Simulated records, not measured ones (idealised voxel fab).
A process module follows: voxel capacitor over wiring.
The cross-section shown here is cut; it is 155 nm wide and divided into square cells measuring 5 nm on a side.
For the purposes of this document, a cross-section shall be understood as a grid of square cells, specified as bands listed in top-to-bottom order, each band consisting of one or more rows of cells. First you get the band's top height and its bottom height, in nm, and then the materials it's made of, left to right, with each width in nm. If you see a single material with "throughout", that one covers the band edge to edge. "air" is empty space. Height datum 0, below which the as-received substrate wafer is one material. Lowest band open at the bottom, running downward: "0 down". A width given as "30..40" starts at the first number in the band's top row and ends at the second number in its bottom row, shifting by an equal amount at every step from row to row. The designation "no modifications", where it is given for a processing step, indicates that no cell of the cross-section was altered in the course of that step. The label "Voids lacking openings" introduces a list of the empty spaces, 8 cells or larger, that have no open way up to the top; each entry in it reads width x height at distance, where the distance is taken from the left edge and all three are stated in nm. Text after the settings on a step's line: the simulator's own remark on that step. overlay nm: mask offset rightward from planned place, masked step; negative means leftward offset.

INTENDED PROCESS STEPS
1,RECEIVE, material Si
2,CONFORMAL_DEP, material SiO2, thk nm 10
3,CONFORMAL_DEP, material SiCN, thk nm 5
4,DIRECTIONAL_DEP, material SiO2, thk nm 20
5,DIRECTIONAL_DEP, material aC, thk nm 15
6,PATTERN, tone open, mask id METAL_1, material resist, width nm 30, pitch nm 90, thk nm 35, overlay nm 0
7,DIRECTIONAL_ETCH, etch materials aC, depth nm 15
8,STRIP, etch materials resist
9,DIRECTIONAL_ETCH, etch materials SiO2, depth nm 20
10,DIRECTIONAL_ETCH, etch materials SiCN, depth nm 5
11,STRIP, etch materials aC
12,CONFORMAL_DEP, material TiN, thk nm 5
13,FILL_DEP, material Ru, thk nm 10
14,CMP, height nm 35
15,CONFORMAL_DEP, material SiCN, thk nm 5
16,DIRECTIONAL_DEP, material SiO2, thk nm 20
17,PATTERN, tone open, mask id PLUG_1, material resist, width nm 15, thk nm 20, overlay nm 0
18,DIRECTIONAL_ETCH, etch materials SiO2, depth nm 20
19,DIRECTIONAL_ETCH, etch materials SiCN, depth nm 5
20,STRIP, etch materials resist
21,EPI, material Ru, thk nm 10
22,EPI, material Ru, thk nm 10
23,EPI, material Ru, thk nm 5
24,DIRECTIONAL_DEP, material TiN, thk nm 10
25,DIRECTIONAL_DEP, material Al2O3, thk nm 5
26,DIRECTIONAL_DEP, material TiN, thk nm 10
27,DIRECTIONAL_DEP, material aC, thk nm 15
28,PATTERN, tone cover, mask id UPPER_PLATE, material resist, width nm 65, thk nm 30, overlay nm 0
29,DIRECTIONAL_ETCH, etch materials aC, depth nm 15
30,STRIP, etch materials resist
31,DIRECTIONAL_ETCH, etch materials TiN, depth nm 10
32,DIRECTIONAL_ETCH, etch materials Al2O3, depth nm 5
33,STRIP, etch materials aC
34,DIRECTIONAL_DEP, material aC, thk nm 10
35,PATTERN, tone cover, mask id LOWER_PLATE, material resist, width nm 75, thk nm 30, overlay nm 0
36,DIRECTIONAL_ETCH, etch materials aC, depth nm 10
37,STRIP, etch materials resist
38,DIRECTIONAL_ETCH, etch materials TiN, depth nm 10
39,STRIP, etch materials aC
40,FILL_DEP, material SiO2, thk nm 15
41,CMP, height nm 95
42,DIRECTIONAL_DEP, material aC, thk nm 15
43,PATTERN, tone open, mask id PLUG_2, material resist, width nm 15, thk nm 35, overlay nm 0
44,DIRECTIONAL_ETCH, etch materials aC, depth nm 15
45,STRIP, etch materials resist
46,DIRECTIONAL_ETCH, etch materials SiO2, depth nm 10
47,STRIP, etch materials aC
48,CONFORMAL_DEP, material TiN, thk nm 5
49,FILL_DEP, material Ru, thk nm 10
50,CMP, height nm 95
51,CONFORMAL_DEP, material SiN, thk nm 5

AS-RECEIVED STATE OF THE WAFER IN CROSS-SECTION, EQUIVALENT TO POST-STEP 1
  0 down: Si throughout
  Voids lacking openings: none

LOOKING AT THE FIRST OF TWO WAFERS IN CROSS-SECTION AT END OF MODULE - RAN TO PLAN
  100 to 95: SiN throughout
  95 to 90: 40 of SiO2 / 5 of TiN / 5 of Ru / 5 of TiN / 100 of SiO2
  90 to 85: 40 of SiO2 / 15 of TiN / 100 of SiO2
  85 to 75: 30 of SiO2 / 65 of TiN / 60 of SiO2
  75 to 70: 30 of SiO2 / 65 of Al2O3 / 60 of SiO2
  70 to 60: 25 of SiO2 / 75 of TiN / 55 of SiO2
  60 to 40: 30 of SiO2 / 15 of Ru / 110 of SiO2
  40 to 35: 30 of SiCN / 15 of Ru / 110 of SiCN
  35 to 15: 15 of SiO2 / 5 of TiN / 20 of Ru / 5 of TiN / 60 of SiO2 / 5 of TiN / 20 of Ru / 5 of TiN / 20 of SiO2
  15 to 10: 15 of SiCN / 30 of TiN / 60 of SiCN / 30 of TiN / 20 of SiCN
  10 to 0: SiO2 throughout
  0 down: Si throughout
  Voids lacking openings: none

CROSS-SECTIONAL VIEW: SECOND OF TWO WAFERS, END OF MODULE; START AND PLAN IDENTICAL TO THE FIRST, ONE MISTAKE IN RUNNING
  100 to 95: SiN throughout
  95 to 90: 40 of SiO2 / 5 of TiN / 5 of Al2O3 / 5 of TiN / 100 of SiO2
  90 to 85: 40 of SiO2 / 15 of TiN / 100 of SiO2
  85 to 75: 30 of SiO2 / 65 of TiN / 60 of SiO2
  75 to 70: 30 of SiO2 / 65 of Al2O3 / 60 of SiO2
  70 to 60: 25 of SiO2 / 75 of TiN / 55 of SiO2
  60 to 40: 30 of SiO2 / 15 of Ru / 110 of SiO2
  40 to 35: 30 of SiCN / 15 of Ru / 110 of SiCN
  35 to 15: 15 of SiO2 / 5 of TiN / 20 of Ru / 5 of TiN / 60 of SiO2 / 5 of TiN / 20 of Ru / 5 of TiN / 20 of SiO2
  15 to 10: 15 of SiCN / 30 of TiN / 60 of SiCN / 30 of TiN / 20 of SiCN
  10 to 0: SiO2 throughout
  0 down: Si throughout
  Voids lacking openings: none
Plan not followed: step 49 ran with different settings than intended, the actual operation and settings being FILL_DEP, material Al2O3, thk nm 10
Heads up, by the end the second wafer has more or fewer cells of some materials compared to the first: Al2O3 +1, Ru -1
